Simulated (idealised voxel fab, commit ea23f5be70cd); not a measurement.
The following process module bears the name voxel spacer lines.
Cross-sectional view cut (width: 245 nm; square cell size: 5 nm).
If you're reading a cross-section in this doc, picture square cells in a grid; it comes to you as bands, top ones listed first down to the bottom, and a band can be one or more rows of cells. The entry gives the band's vertical extent as a top height and a bottom height in nm, then its horizontal make-up as materials from left to right, each with a width in nm. "empty" stands for empty space; a single material marked "edge to edge" fills the band edge to edge. Heads up on the height convention: 0 is the point under which the incoming wafer is all one material, and the lowest band has no bottom, it just keeps going down, like "from 0 down". Top row gets the first number, bottom row gets the second, and each row in between changes by the same step: that is how a band width like "30..40" works. "stayed the same" -> step changed no cross-section cell. In "Sealed voids" the enclosed voids are listed, meaning empty spaces of 8 cells or larger without any opening to the top. The form is width x height at distance, distance from the left edge, units nm. Note: text after step settings on the step line = simulator remark on that step. overlay nm, on a step with a mask: how far to the right of its planned place the mask lay; to the left if negative.

**Here's what the planned process steps look like**
- 1: op RECEIVE | material Si
- 2: op CONFORMAL_DEP | material Al2O3 | thk nm 5
- 3: op DIRECTIONAL_DEP | material TiN | thk nm 10
- 4: op DIRECTIONAL_DEP | material aC | thk nm 25
- 5: op PATTERN | tone cover | mask id MANDREL | material resist | width nm 20 | pitch nm 60 | thk nm 30 | overlay nm -15
- 6: op DIRECTIONAL_ETCH | etch materials aC | depth nm 25
- 7: op STRIP | etch materials resist
- 8: op CONFORMAL_DEP | material SiO2 | thk nm 10
- 9: op DIRECTIONAL_ETCH | etch materials SiO2 | depth nm 10
- 10: op STRIP | etch materials aC
- 11: op DIRECTIONAL_ETCH | etch materials TiN | depth nm 10
- 12: op STRIP | etch materials SiO2
- 13: op FILL_DEP | material lowk | thk nm 5
- 14: op CMP | height nm 15
Variable across wafers: step 5 overlay nm (plan value is that of the first wafer; starting state common to all).

**Cut through the first of several wafers as received, post step 1**
  from 0 down = Si edge to edge
  Sealed voids: none

**Post step 14, the closing step of the module: first of several wafers, cross-sectioned**
  from 15 to 5 = lowk: 55 / TiN: 10 / lowk: 20 / TiN: 10 / lowk: 20 / TiN: 10 / lowk: 20 / TiN: 10 / lowk: 90
  from 5 to 0 = Al2O3 edge to edge
  from 0 down = Si edge to edge
  Sealed voids: none

**So this is the cross-section on the last wafer at the end of the module**
  from 15 to 5 = lowk: 85 / TiN: 10 / lowk: 20 / TiN: 10 / lowk: 20 / TiN: 10 / lowk: 20 / TiN: 10 / lowk: 60
  from 5 to 0 = Al2O3 edge to edge
  from 0 down = Si edge to edge
  Sealed voids: none

**For your reference, the table is organized with a row per wafer; each row reflects the wafer at the end of the module, indicating for each material the cells gained (+) or lost (-) since receipt, and thereafter its closed voids**
overlay nm -15 | +49 Al2O3 | +16 TiN | +82 lowk | Sealed voids: none
overlay nm -10 | +49 Al2O3 | +16 TiN | +82 lowk | Sealed voids: none
overlay nm -5 | +49 Al2O3 | +16 TiN | +82 lowk | Sealed voids: none
overlay nm 0 | +49 Al2O3 | +16 TiN | +82 lowk | Sealed voids: none
overlay nm 5 | +49 Al2O3 | +16 TiN | +82 lowk | Sealed voids: none
overlay nm 10 | +49 Al2O3 | +16 TiN | +82 lowk | Sealed voids: none
overlay nm 15 | +49 Al2O3 | +16 TiN | +82 lowk | Sealed voids: none
